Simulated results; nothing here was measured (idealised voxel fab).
The following process module bears the name voxel transistor to metal.
It is cross-section cut that appears here, measuring 175 nm in width, its square cells being 5 nm in size.
Square cells in a grid make up a cross-section in this document, and the grid is given as bands, listed from the top down, each one or more rows of cells. Basically the band line says how high the top is and how high the bottom is, in nm, and then what's in it from left to right, every material with its width in nm. Empty space shows up as "empty", and if a single material carries "throughout" it runs the full band edge to edge. Height 0 is the level under which the wafer as received is all one material. The lowest band goes on downwards, as in "z 0 and below". The expression "30->40" gives the width at the extremes of the band, the first number at its top row of cells and the second at its bottom row, with the width changing by equal amounts from each row to the next in between. The cross-section has no changed cell in any step marked "identical to before". Enclosed cavity list: empty space of 8 cells or more with no open way to the top, each as width x height at its distance from the left edge, in nm. Where a step's line continues beyond its settings, the continuation is a remark by the simulator itself on that step. "overlay nm" on a masked step: distance the mask lay right of its planned place, negative for left. What follows is a series of pairs. Each pair shows a cross-section before one process step and the cross-section after it, and the after view is drawn only down to the lowest band that changed. Beneath each pair is the step that lies between the two, with its settings. Pairs may come from different runs of this module on the same starting wafer, so a pair continues from the one above it only where its entry headed "Pre-step" says so.
Pre-step
z 100 to 85 = resist 40, empty 20, resist 55, empty 20, resist 40
z 85 to 75 = aC 40, empty 20, aC 55, empty 20, aC 40
z 75 to 50 = lowk throughout
z 50 to 45 = SiCN throughout
z 45 to 30 = lowk 40, TiN 5, Ru 10, TiN 5, lowk 55, TiN 5, Ru 10, TiN 5, lowk 40
z 30 to 25 = SiCN 40, TiN 20, SiCN 55, TiN 20, SiCN 40
z 25 to 15 = SiO2 40, TiN 5, W 10, TiN 5, SiO2 55, TiN 5, W 10, TiN 5, SiO2 40
z 15 to 10 = SiO2 40, TiN 5, W 10, TiN 5, SiO2 10, SiN 5, HfO2 5, TiN 15, HfO2 5, SiN 5, SiO2 10, TiN 5, W 10, TiN 5, SiO2 40
z 10 to 5 = SiO2 35, SiN 5, TiN 5, W 10, TiN 5, SiO2 10, HfO2 35, SiO2 10, TiN 5, W 10, TiN 5, SiN 5, SiO2 35
z 5 to 0 = SiO2 35, SiN 5, TiN 20, SiO2 55, TiN 20, SiN 5, SiO2 35
z 0 to -5 = SiGe 35, SiO2 105, SiGe 35
z -5 to -25 = Si 35, SiO2 105, Si 35
z -25 and below = Si throughout
Enclosed cavity list: none
Post-Step Geometry
z 85 to 75 = aC 40, empty 20, aC 55, empty 20, aC 40
Everything below 75 is unchanged.
Enclosed cavity list: none
Processing between the before and after sections above: STRIP, etch materials resist
Pre-step: unchanged from the after cross-section in the pair immediately above; refer to that figure.
Post-Step Geometry
z 85 to 75 = aC 40, empty 20, aC 55, empty 20, aC 40
z 75 to 60 = lowk 40, empty 20, lowk 55, empty 20, lowk 40
Everything below 60 is unchanged.
Enclosed cavity list: none
Processing between the before and after sections above: DIRECTIONAL_ETCH, etch materials lowk, depth nm 15
Pre-step: unchanged from the after cross-section in the pair immediately above; refer to that figure.
Post-Step Geometry
z 75 to 60 = lowk 40, empty 20, lowk 55, empty 20, lowk 40
Everything below 60 is unchanged.
Enclosed cavity list: none
Processing between the before and after sections above: STRIP, etch materials aC
Pre-step: unchanged from the after cross-section in the pair immediately above; refer to that figure.
Post-Step Geometry
z 95 to 75 = resist 40, empty 15, resist 60, empty 15, resist 45
z 75 to 60 = lowk 40, empty 15, resist 5, lowk 55, empty 15, resist 5, lowk 40
Everything below 60 is unchanged.
Enclosed cavity list: none
Processing between the before and after sections above: PATTERN, tone open, mask id METAL_2_HOLES, material resist, width nm 15, pitch nm 75, thk nm 20, overlay nm 0
Pre-step: unchanged from the after cross-section in the pair immediately above; refer to that figure.
Post-Step Geometry
z 95 to 75 = resist 40, empty 15, resist 60, empty 15, resist 45
z 75 to 60 = lowk 40, empty 15, resist 5, lowk 55, empty 15, resist 5, lowk 40
z 60 to 50 = lowk 40, empty 15, lowk 60, empty 15, lowk 45
Everything below 50 is unchanged.
Enclosed cavity list: none
Processing between the before and after sections above: DIRECTIONAL_ETCH, etch materials lowk, depth nm 10
Pre-step: unchanged from the after cross-section in the pair immediately above; refer to that figure.
Post-Step Geometry
z 95 to 75 = resist 40, empty 15, resist 60, empty 15, resist 45
z 75 to 60 = lowk 40, empty 15, resist 5, lowk 55, empty 15, resist 5, lowk 40
z 60 to 50 = lowk 40, empty 15, lowk 60, empty 15, lowk 45
z 50 to 45 = SiCN 40, empty 15, SiCN 60, empty 15, SiCN 45
Everything below 45 is unchanged.
Enclosed cavity list: none
Processing between the before and after sections above: DIRECTIONAL_ETCH, etch materials SiCN, depth nm 5
Pre-step: unchanged from the after cross-section in the pair immediately above; refer to that figure.
Post-Step Geometry
z 75 to 60 = lowk 40, empty 20, lowk 55, empty 20, lowk 40
Everything below 60 is unchanged.
Enclosed cavity list: none
Processing between the before and after sections above: STRIP, etch materials resist
Pre-step: unchanged from the after cross-section in the pair immediately above; refer to that figure.
Post-Step Geometry
z 80 to 75 = TiN 45, empty 10, TiN 65, empty 10, TiN 45
z 75 to 65 = lowk 40, TiN 5, empty 10, TiN 5, lowk 55, TiN 5, empty 10, TiN 5, lowk 40
z 65 to 60 = lowk 40, TiN 5, empty 5, TiN 10, lowk 55, TiN 5, empty 5, TiN 10, lowk 40
z 60 to 50 = lowk 40, TiN 5, empty 5, TiN 5, lowk 60, TiN 5, empty 5, TiN 5, lowk 45
z 50 to 45 = SiCN 40, TiN 15, SiCN 60, TiN 15, SiCN 45
Everything below 45 is unchanged.
Enclosed cavity list: none
Processing between the before and after sections above: CONFORMAL_DEP, material TiN, thk nm 5
Pre-step: unchanged from the after cross-section in the pair immediately above; refer to that figure.
Post-Step Geometry
z 85 to 80 = Ru throughout
z 80 to 75 = TiN 45, Ru 10, TiN 65, Ru 10, TiN 45
z 75 to 65 = lowk 40, TiN 5, Ru 10, TiN 5, lowk 55, TiN 5, Ru 10, TiN 5, lowk 40
z 65 to 60 = lowk 40, TiN 5, Ru 5, TiN 10, lowk 55, TiN 5, Ru 5, TiN 10, lowk 40
z 60 to 50 = lowk 40, TiN 5, Ru 5, TiN 5, lowk 60, TiN 5, Ru 5, TiN 5, lowk 45
Everything below 50 is unchanged.
Enclosed cavity list: none
Processing between the before and after sections above: FILL_DEP, material Ru, thk nm 5
Pre-step: unchanged from the after cross-section in the pair immediately above; refer to that figure.
Post-Step Geometry
z 75 to 65 = lowk 40, TiN 5, Ru 10, TiN 5, lowk 55, TiN 5, Ru 10, TiN 5, lowk 40
Everything below 65 is unchanged.
Enclosed cavity list: none
Processing between the before and after sections above: CMP, height nm 75
Pre-step: unchanged from the after cross-section in the pair immediately above; refer to that figure.
Post-Step Geometry
z 80 to 75 = SiCN throughout
Everything below 75 is unchanged.
Enclosed cavity list: none
Processing between the before and after sections above: CONFORMAL_DEP, material SiCN, thk nm 5
